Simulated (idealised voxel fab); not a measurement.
process module | voxel trench capacitor
cross-section cut | 190 nm wide | cells 5 nm
A cross-section is a grid of square cells, given in bands from the top down. A band is one or more rows of cells.
Each band's line starts with the height of the band's top and of its bottom, in nm. Then come its materials from left to right, each with its width in nm. One material with "throughout" fills the band from edge to edge. "air" is empty space.
Height 0 is the level under which the wafer as received is all one material. The lowest band goes on downwards, as in "0 down".
A width such as "30 to 40" changes by the same amount from each row of cells to the next, from the band's top row to its bottom row.
"no change" after a step means that no cell of the cross-section changed.
closed voids: empty space of 8 cells or more with no open way to the top, each as width x height at its distance from the left edge, in nm
after a step's settings: what the simulator itself notes on the step
overlay nm, on a step with a mask: how far to the right of its planned place the mask lay; to the left if negative
plan
1 op RECEIVE | material Si
2 op CONFORMAL_DEP | material SiN | thk nm 5
3 op PATTERN | tone open | mask id TRENCH | material resist | width nm 25 | pitch nm 55 | thk nm 20 | overlay nm 0
4 op DIRECTIONAL_ETCH | etch materials SiN | depth nm 5
5 op DIRECTIONAL_ETCH | etch materials Si | depth nm 35
6 op STRIP | etch materials resist
7 op CONFORMAL_DEP | material HfO2 | thk nm 5
8 op CONFORMAL_DEP | material TiN | thk nm 5
9 op FILL_DEP | material W | thk nm 5
10 op CMP | height nm 5
as received, after step 1
  0 down: Si throughout
  closed voids: none
first wafer at the end, as planned
  5 to 0: SiN 55 | HfO2 5 | TiN 5 | W 5 | TiN 5 | HfO2 5 | SiN 30 | HfO2 5 | TiN 5 | W 5 | TiN 5 | HfO2 5 | SiN 55
  0 to -25: Si 55 | HfO2 5 | TiN 5 | W 5 | TiN 5 | HfO2 5 | Si 30 | HfO2 5 | TiN 5 | W 5 | TiN 5 | HfO2 5 | Si 55
  -25 to -30: Si 55 | HfO2 5 | TiN 15 | HfO2 5 | Si 30 | HfO2 5 | TiN 15 | HfO2 5 | Si 55
  -30 to -35: Si 55 | HfO2 25 | Si 30 | HfO2 25 | Si 55
  -35 down: Si throughout
  closed voids: none
second wafer at the end: like start, like plan, one mistake
  5 to 0: SiN 55 | W 5 | TiN 5 | W 5 | TiN 5 | W 5 | SiN 30 | W 5 | TiN 5 | W 5 | TiN 5 | W 5 | SiN 55
  0 to -25: Si 55 | W 5 | TiN 5 | W 5 | TiN 5 | W 5 | Si 30 | W 5 | TiN 5 | W 5 | TiN 5 | W 5 | Si 55
  -25 to -30: Si 55 | W 5 | TiN 15 | W 5 | Si 30 | W 5 | TiN 15 | W 5 | Si 55
  -30 to -35: Si 55 | W 25 | Si 30 | W 25 | Si 55
  -35 down: Si throughout
  closed voids: none
what went wrong: step 7 ran as: op CONFORMAL_DEP | material W | thk nm 5
at the end the second wafer has, in cells: 38 fewer of HfO2 | 38 more of W
